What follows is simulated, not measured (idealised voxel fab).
The process module that follows is named voxel ribs on slabs.
Cross-sectional view cut (width: 165 nm; square cell size: 5 nm).
The cross-sections in this document take the form of a grid made of square cells. They are written out as bands, in order from top to bottom. Each band consists of one or more rows of cells. For a band, the entry starts with two heights in nm, that of the top and then that of the bottom, and carries on with the band's materials in order from left to right, each alongside its width in nm; the word "all across" beside a single material means it fills the band edge to edge, and "blank" means empty space. It should be noted that heights are counted from 0, beneath which the wafer as supplied is of one material throughout, and that the lowest band possesses no lower boundary but continues downward, as written in "z 0 and below". When a width is written as two numbers, as in "30..40", the first number is the width in the top row of cells of the band and the second is the width in its bottom row, and the width changes by the same amount from each row to the next. You'll sometimes find "no alteration" written for a step, and that's the way of saying that nowhere in the cross-section did a cell change during that step. Empty spaces without an open route to the top, at least 8 cells in extent, make up the entry "Internal closed voids"; each is given as width x height at distance, where the distance is measured from the left edge, and all are in nm. On each step's line, the part that comes after the settings is the simulator's own comment on the step. overlay nm: on a step with a mask, how far right of its planned place the mask lay; negative means left.

## The steps planned for the process are as follows
step 1: op RECEIVE | material Si
step 2: op DIRECTIONAL_DEP | material SiO2 | thk nm 20
step 3: op DIRECTIONAL_DEP | material SiN | thk nm 15
step 4: op PATTERN | tone cover | mask id RIB | material resist | width nm 15 | thk nm 20 | overlay nm 0
step 5: op DIRECTIONAL_ETCH | etch materials SiN | depth nm 5
step 6: op STRIP | etch materials resist
step 7: op MASKED_ETCH | tone cover | mask id SLAB | width nm 55 | etch materials SiN | depth nm 10 | overlay nm 0
step 8: op FILL_DEP | material SiO2 | thk nm 25
step 9: op CMP | height nm 55
step 10: op DIRECTIONAL_DEP | material TiN | thk nm 10
step 11: op DIRECTIONAL_DEP | material aC | thk nm 10
step 12: op PATTERN | tone cover | mask id HEATER | material resist | width nm 25 | thk nm 30 | overlay nm 0
step 13: op DIRECTIONAL_ETCH | etch materials aC | depth nm 10
step 14: op STRIP | etch materials resist
step 15: op DIRECTIONAL_ETCH | etch materials TiN | depth nm 10
step 16: op STRIP | etch materials aC
step 17: op CONFORMAL_DEP | material SiO2 | thk nm 10

## First of two wafers - as planned

## Here's what the wafer looked like in cross-section when it arrived - that's after step 1
    z 0 and below = Si all across
    Internal closed voids: none

## Take a look at the wafer's cross-section after step 2
    z 20 to 0 = SiO2 all across
    Everything under 0 stays put, no change at all.

## Take a look at the wafer's cross-section after step 3
    z 35 to 20 = SiN all across
    Everything under 20 stays put, no change at all.

## Take a look at the wafer's cross-section after step 4
    z 55 to 35 = blank 75, resist 15, blank 75
    Everything under 35 stays put, no change at all.

## Take a look at the wafer's cross-section after step 5
    z 55 to 35 = blank 75, resist 15, blank 75
    z 35 to 30 = blank 75, SiN 15, blank 75
    Everything under 30 stays put, no change at all.

## Take a look at the wafer's cross-section after step 6
    z 35 to 30 = blank 75, SiN 15, blank 75
    Everything under 30 stays put, no change at all.

## Take a look at the wafer's cross-section after step 7
    z 35 to 30 = blank 75, SiN 15, blank 75
    z 30 to 20 = blank 55, SiN 55, blank 55
    Everything under 20 stays put, no change at all.

## Take a look at the wafer's cross-section after step 8
    z 60 to 35 = SiO2 all across
    z 35 to 30 = SiO2 75, SiN 15, SiO2 75
    z 30 to 20 = SiO2 55, SiN 55, SiO2 55
    Everything under 20 stays put, no change at all.

## Take a look at the wafer's cross-section after step 9
    z 55 to 35 = SiO2 all across
    Everything under 35 stays put, no change at all.

## Take a look at the wafer's cross-section after step 10
    z 65 to 55 = TiN all across
    Everything under 55 stays put, no change at all.

## Take a look at the wafer's cross-section after step 11
    z 75 to 65 = aC all across
    Everything under 65 stays put, no change at all.

## Take a look at the wafer's cross-section after step 12
    z 105 to 75 = blank 70, resist 25, blank 70
    Everything under 75 stays put, no change at all.

## Take a look at the wafer's cross-section after step 13
    z 95 to 75 = blank 70, resist 25, blank 70
    z 75 to 65 = blank 70, aC 25, blank 70
    Everything under 65 stays put, no change at all.

## Take a look at the wafer's cross-section after step 14
    z 75 to 65 = blank 70, aC 25, blank 70
    Everything under 65 stays put, no change at all.

## Take a look at the wafer's cross-section after step 15
    z 75 to 65 = blank 70, aC 25, blank 70
    z 65 to 55 = blank 70, TiN 25, blank 70
    Everything under 55 stays put, no change at all.

## Take a look at the wafer's cross-section after step 16
    z 65 to 55 = blank 70, TiN 25, blank 70
    Everything under 55 stays put, no change at all.

## Take a look at the wafer's cross-section after step 17
    z 75 to 65 = blank 60, SiO2 45, blank 60
    z 65 to 55 = SiO2 70, TiN 25, SiO2 70
    Everything under 55 stays put, no change at all.

## Okay, second wafer. Nothing different at the start, nothing different in the plan, just one mistake somewhere in the running. As far as step 1, counting that step, it's the first wafer all over again

## Cross-section of the second wafer corresponding to the planned conclusion of step 2
    z 40 to 0 = SiO2 all across
    Everything under 0 stays put, no change at all.

## Cross-section of the second wafer corresponding to the planned conclusion of step 3
    z 55 to 40 = SiN all across
    Everything under 40 stays put, no change at all.

## Cross-section of the second wafer corresponding to the planned conclusion of step 4
    z 75 to 55 = blank 75, resist 15, blank 75
    Everything under 55 stays put, no change at all.

## Cross-section of the second wafer corresponding to the planned conclusion of step 5
    z 75 to 55 = blank 75, resist 15, blank 75
    z 55 to 50 = blank 75, SiN 15, blank 75
    Everything under 50 stays put, no change at all.

## Cross-section of the second wafer corresponding to the planned conclusion of step 6
    z 55 to 50 = blank 75, SiN 15, blank 75
    Everything under 50 stays put, no change at all.

## Cross-section of the second wafer corresponding to the planned conclusion of step 7
    z 55 to 50 = blank 75, SiN 15, blank 75
    z 50 to 40 = blank 55, SiN 55, blank 55
    Everything under 40 stays put, no change at all.

## Cross-section of the second wafer corresponding to the planned conclusion of step 8
    z 80 to 55 = SiO2 all across
    z 55 to 50 = SiO2 75, SiN 15, SiO2 75
    z 50 to 40 = SiO2 55, SiN 55, SiO2 55
    Everything under 40 stays put, no change at all.

## Cross-section of the second wafer corresponding to the planned conclusion of step 9
    z 55 to 50 = SiO2 75, SiN 15, SiO2 75
    Everything under 50 stays put, no change at all.

## Cross-section of the second wafer corresponding to the planned conclusion of step 10
    z 65 to 55 = TiN all across
    Everything under 55 stays put, no change at all.

## Cross-section of the second wafer corresponding to the planned conclusion of step 11
    z 75 to 65 = aC all across
    Everything under 65 stays put, no change at all.

## Cross-section of the second wafer corresponding to the planned conclusion of step 12
    z 105 to 75 = blank 70, resist 25, blank 70
    Everything under 75 stays put, no change at all.

## Cross-section of the second wafer corresponding to the planned conclusion of step 13
    z 95 to 75 = blank 70, resist 25, blank 70
    z 75 to 65 = blank 70, aC 25, blank 70
    Everything under 65 stays put, no change at all.

## Cross-section of the second wafer corresponding to the planned conclusion of step 14
    z 75 to 65 = blank 70, aC 25, blank 70
    Everything under 65 stays put, no change at all.

## Cross-section of the second wafer corresponding to the planned conclusion of step 15
    z 75 to 65 = blank 70, aC 25, blank 70
    z 65 to 55 = blank 70, TiN 25, blank 70
    Everything under 55 stays put, no change at all.

## Cross-section of the second wafer corresponding to the planned conclusion of step 16
    z 65 to 55 = blank 70, TiN 25, blank 70
    Everything under 55 stays put, no change at all.

## Cross-section of the second wafer corresponding to the planned conclusion of step 17
    z 75 to 65 = blank 60, SiO2 45, blank 60
    z 65 to 55 = SiO2 70, TiN 25, SiO2 70
    Everything under 55 stays put, no change at all.
Run error: plan step 2 was conducted twice
Final state: per-material cell counts identical on both wafers; locations differ.
